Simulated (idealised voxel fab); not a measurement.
Process module under the name voxel trench capacitor
Section cut is 210 nm wide and gridded with 5 nm square cells.
Cross-sections here: square-cell grids, written as top-down lists of bands, a band being one or more rows of cells.
Within each band entry, the heights of the top and of the bottom of the band appear first, in that order and in nm; the materials of the band then follow from left to right, each with its corresponding width in nm. The designation "full width" on a single material indicates that it fills the band from edge to edge; the designation "blank" indicates empty space.
Heights from 0 (as-received wafer is one material below). Bottom band endless downward, as "0 down".
Graded width ("30->40"): value in top row of band = first number; value in bottom row = second number; row-to-row change constant.
Where a step carries "no alteration", the cross-section came out of it unchanged, cell for cell.
Empty spaces without an open route to the top, at least 8 cells in extent, make up the entry "Sealed voids"; each is given as width x height at distance, where the distance is measured from the left edge, and all are in nm.
after a step's settings: what the simulator itself notes on the step
For masked steps, "overlay nm" on the step line gives how far right of plan the mask actually lay; a minus sign means it lay to the left.

-- This section lists the process steps that were planned
- 1: RECEIVE, material Si
- 2: CONFORMAL_DEP, material SiN, thk nm 10
- 3: PATTERN, tone open, mask id TRENCH, material resist, width nm 20, pitch nm 35, thk nm 15, overlay nm 0
- 4: DIRECTIONAL_ETCH, etch materials SiN, depth nm 10
- 5: DIRECTIONAL_ETCH, etch materials Si, depth nm 25
- 6: STRIP, etch materials resist
- 7: CONFORMAL_DEP, material SiO2, thk nm 5
- 8: FILL_DEP, material polySi, thk nm 5
- 9: CMP, height nm 10

-- As-received state of the wafer in cross-section, equivalent to post-step 1
    0 down = Si full width
    Sealed voids: none

-- Starting wafer: above. Plan: above. Run: one mistake. Cross-section after the module: below
    10 to 0 = 40 polySi; 5 SiO2; 10 polySi; 5 SiO2; 15 polySi; 5 SiO2; 10 polySi; 5 SiO2; 15 polySi; 5 SiO2; 10 polySi; 5 SiO2; 15 polySi; 5 SiO2; 10 polySi; 5 SiO2; 45 polySi
    0 to -10 = 40 Si; 5 SiO2; 10 polySi; 5 SiO2; 15 Si; 5 SiO2; 10 polySi; 5 SiO2; 15 Si; 5 SiO2; 10 polySi; 5 SiO2; 15 Si; 5 SiO2; 10 polySi; 5 SiO2; 45 Si
    -10 to -15 = 40 Si; 20 SiO2; 15 Si; 20 SiO2; 15 Si; 20 SiO2; 15 Si; 20 SiO2; 45 Si
    -15 down = Si full width
    Sealed voids: none
Error vs. plan: step 2 did not happen as planned, as run it was CONFORMAL_DEP, material polySi, thk nm 10
